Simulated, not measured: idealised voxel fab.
Process module under the name voxel ribs on slabs
Cross-sectional view cut (width: 150 nm; square cell size: 5 nm).
Think of the cross-section as a grid of square cells. We describe it in bands, top to bottom, and each band covers one or more rows of those cells. Band: top and bottom heights (nm) first, top before bottom; then materials from left to right, widths in nm. "everywhere" marks a sole material filling the band edge to edge. "blank" denotes empty space. Counting heights begins at 0, where everything beneath is, in the wafer as received, one material. The lowest band has no bottom; it goes on downwards, as "z 0 and below" shows. It should be noted that a width expressed as "30->40" varies in equal increments from row to row of cells within the band, taking the value of the first number at the top row and that of the second number at the bottom row. The designation "same as before", where it is given for a processing step, indicates that no cell of the cross-section was altered in the course of that step. For the entry "Closed empty spaces", the listed items are empty spaces with no open way to the top whose size is 8 cells or more; each item follows the pattern width x height at distance, where distance is from the left edge and all three are in nm. On each step's line, the part that comes after the settings is the simulator's own comment on the step. Steps that use a mask can have "overlay nm" on their line. It says how far the mask sat to the right of where it was meant to be. Negative means to the left.

-- plan
| 1 | RECEIVE with material Si |
| 2 | DIRECTIONAL_DEP with material SiO2, thk nm 25 |
| 3 | DIRECTIONAL_DEP with material polySi, thk nm 25 |
| 4 | DIRECTIONAL_DEP with material aC, thk nm 10 |
| 5 | PATTERN with tone cover, mask id RIB, material resist, width nm 25, thk nm 25, overlay nm 0 |
| 6 | DIRECTIONAL_ETCH with etch materials aC, depth nm 10 |
| 7 | STRIP with etch materials resist |
| 8 | DIRECTIONAL_ETCH with etch materials polySi, depth nm 10 |
| 9 | STRIP with etch materials aC |
| 10 | MASKED_ETCH with tone cover, mask id SLAB, width nm 55, etch materials polySi, depth nm 15, overlay nm 0 |
| 11 | FILL_DEP with material SiO2, thk nm 15 |
| 12 | CMP with height nm 60 |
| 13 | DIRECTIONAL_DEP with material W, thk nm 5 |
| 14 | DIRECTIONAL_DEP with material aC, thk nm 10 |
| 15 | PATTERN with tone cover, mask id HEATER, material resist, width nm 35, thk nm 30, overlay nm 0 |
| 16 | DIRECTIONAL_ETCH with etch materials aC, depth nm 10 |
| 17 | STRIP with etch materials resist |
| 18 | DIRECTIONAL_ETCH with etch materials W, depth nm 5 |
| 19 | STRIP with etch materials aC |
| 20 | CONFORMAL_DEP with material SiN, thk nm 5 |

-- Account of the first of two wafers, which was processed as intended

-- Wafer cross-section on receipt, i.e. after step 1
  z 0 and below | Si everywhere
  Closed empty spaces: none

-- Step 2 complete: cross-section through the wafer
  z 25 to 0 | SiO2 everywhere
  Under 0: no change, same as before.

-- Step 3 complete: cross-section through the wafer
  z 50 to 25 | polySi everywhere
  Under 25: no change, same as before.

-- Step 4 complete: cross-section through the wafer
  z 60 to 50 | aC everywhere
  Under 50: no change, same as before.

-- Step 5 complete: cross-section through the wafer
  z 85 to 60 | 60 of blank, then 25 of resist, then 65 of blank
  Under 60: no change, same as before.

-- Step 6 complete: cross-section through the wafer
  z 75 to 60 | 60 of blank, then 25 of resist, then 65 of blank
  z 60 to 50 | 60 of blank, then 25 of aC, then 65 of blank
  Under 50: no change, same as before.

-- Step 7 complete: cross-section through the wafer
  z 60 to 50 | 60 of blank, then 25 of aC, then 65 of blank
  Under 50: no change, same as before.

-- Step 8 complete: cross-section through the wafer
  z 60 to 50 | 60 of blank, then 25 of aC, then 65 of blank
  z 50 to 40 | 60 of blank, then 25 of polySi, then 65 of blank
  Under 40: no change, same as before.

-- Step 9 complete: cross-section through the wafer
  z 50 to 40 | 60 of blank, then 25 of polySi, then 65 of blank
  Under 40: no change, same as before.

-- Step 10 complete: cross-section through the wafer
  z 50 to 40 | 60 of blank, then 25 of polySi, then 65 of blank
  z 40 to 25 | 45 of blank, then 55 of polySi, then 50 of blank
  Under 25: no change, same as before.

-- Step 11 complete: cross-section through the wafer
  z 65 to 50 | SiO2 everywhere
  z 50 to 40 | 60 of SiO2, then 25 of polySi, then 65 of SiO2
  z 40 to 25 | 45 of SiO2, then 55 of polySi, then 50 of SiO2
  Under 25: no change, same as before.

-- Step 12 complete: cross-section through the wafer
  z 60 to 50 | SiO2 everywhere
  Under 50: no change, same as before.

-- Step 13 complete: cross-section through the wafer
  z 65 to 60 | W everywhere
  Under 60: no change, same as before.

-- Step 14 complete: cross-section through the wafer
  z 75 to 65 | aC everywhere
  Under 65: no change, same as before.

-- Step 15 complete: cross-section through the wafer
  z 105 to 75 | 55 of blank, then 35 of resist, then 60 of blank
  Under 75: no change, same as before.

-- Step 16 complete: cross-section through the wafer
  z 95 to 75 | 55 of blank, then 35 of resist, then 60 of blank
  z 75 to 65 | 55 of blank, then 35 of aC, then 60 of blank
  Under 65: no change, same as before.

-- Step 17 complete: cross-section through the wafer
  z 75 to 65 | 55 of blank, then 35 of aC, then 60 of blank
  Under 65: no change, same as before.

-- Step 18 complete: cross-section through the wafer
  z 75 to 65 | 55 of blank, then 35 of aC, then 60 of blank
  z 65 to 60 | 55 of blank, then 35 of W, then 60 of blank
  Under 60: no change, same as before.

-- Step 19 complete: cross-section through the wafer
  z 65 to 60 | 55 of blank, then 35 of W, then 60 of blank
  Under 60: no change, same as before.

-- Step 20 complete: cross-section through the wafer
  z 70 to 65 | 50 of blank, then 45 of SiN, then 55 of blank
  z 65 to 60 | 55 of SiN, then 35 of W, then 60 of SiN
  Under 60: no change, same as before.

-- Wafer two: like wafer one in start and plan, but with one mistake in execution; identical up to and including step 2

-- Second wafer cross-section, taken as of the time the plan sets for step 3 to be done
  z 75 to 25 | polySi everywhere
  Under 25: no change, same as before.

-- Second wafer cross-section, taken as of the time the plan sets for step 4 to be done
  z 85 to 75 | aC everywhere
  Under 75: no change, same as before.

-- Second wafer cross-section, taken as of the time the plan sets for step 5 to be done
  z 110 to 85 | 60 of blank, then 25 of resist, then 65 of blank
  Under 85: no change, same as before.

-- Second wafer cross-section, taken as of the time the plan sets for step 6 to be done
  z 100 to 85 | 60 of blank, then 25 of resist, then 65 of blank
  z 85 to 75 | 60 of blank, then 25 of aC, then 65 of blank
  Under 75: no change, same as before.

-- Second wafer cross-section, taken as of the time the plan sets for step 7 to be done
  z 85 to 75 | 60 of blank, then 25 of aC, then 65 of blank
  Under 75: no change, same as before.

-- Second wafer cross-section, taken as of the time the plan sets for step 8 to be done
  z 85 to 75 | 60 of blank, then 25 of aC, then 65 of blank
  z 75 to 65 | 60 of blank, then 25 of polySi, then 65 of blank
  Under 65: no change, same as before.

-- Second wafer cross-section, taken as of the time the plan sets for step 9 to be done
  z 75 to 65 | 60 of blank, then 25 of polySi, then 65 of blank
  Under 65: no change, same as before.

-- Second wafer cross-section, taken as of the time the plan sets for step 10 to be done
  z 75 to 65 | 60 of blank, then 25 of polySi, then 65 of blank
  z 65 to 50 | 45 of blank, then 55 of polySi, then 50 of blank
  Under 50: no change, same as before.

-- Second wafer cross-section, taken as of the time the plan sets for step 11 to be done
  z 90 to 75 | SiO2 everywhere
  z 75 to 65 | 60 of SiO2, then 25 of polySi, then 65 of SiO2
  z 65 to 50 | 45 of SiO2, then 55 of polySi, then 50 of SiO2
  Under 50: no change, same as before.

-- Second wafer cross-section, taken as of the time the plan sets for step 12 to be done
  z 60 to 50 | 45 of SiO2, then 55 of polySi, then 50 of SiO2
  Under 50: no change, same as before.

-- Second wafer cross-section, taken as of the time the plan sets for step 13 to be done
  z 65 to 60 | W everywhere
  Under 60: no change, same as before.

-- Second wafer cross-section, taken as of the time the plan sets for step 14 to be done
  z 75 to 65 | aC everywhere
  Under 65: no change, same as before.

-- Second wafer cross-section, taken as of the time the plan sets for step 15 to be done
  z 105 to 75 | 55 of blank, then 35 of resist, then 60 of blank
  Under 75: no change, same as before.

-- Second wafer cross-section, taken as of the time the plan sets for step 16 to be done
  z 95 to 75 | 55 of blank, then 35 of resist, then 60 of blank
  z 75 to 65 | 55 of blank, then 35 of aC, then 60 of blank
  Under 65: no change, same as before.

-- Second wafer cross-section, taken as of the time the plan sets for step 17 to be done
  z 75 to 65 | 55 of blank, then 35 of aC, then 60 of blank
  Under 65: no change, same as before.

-- Second wafer cross-section, taken as of the time the plan sets for step 18 to be done
  z 75 to 65 | 55 of blank, then 35 of aC, then 60 of blank
  z 65 to 60 | 55 of blank, then 35 of W, then 60 of blank
  Under 60: no change, same as before.

-- Second wafer cross-section, taken as of the time the plan sets for step 19 to be done
  z 65 to 60 | 55 of blank, then 35 of W, then 60 of blank
  Under 60: no change, same as before.

-- Second wafer cross-section, taken as of the time the plan sets for step 20 to be done
  z 70 to 65 | 50 of blank, then 45 of SiN, then 55 of blank
  z 65 to 60 | 55 of SiN, then 35 of W, then 60 of SiN
  Under 60: no change, same as before.
Deviation from plan: step 3 was run twice
Looking at both finished wafers in cells, the second ends up ahead of or behind the first on some materials: 129 fewer of SiO2; 129 more of polySi
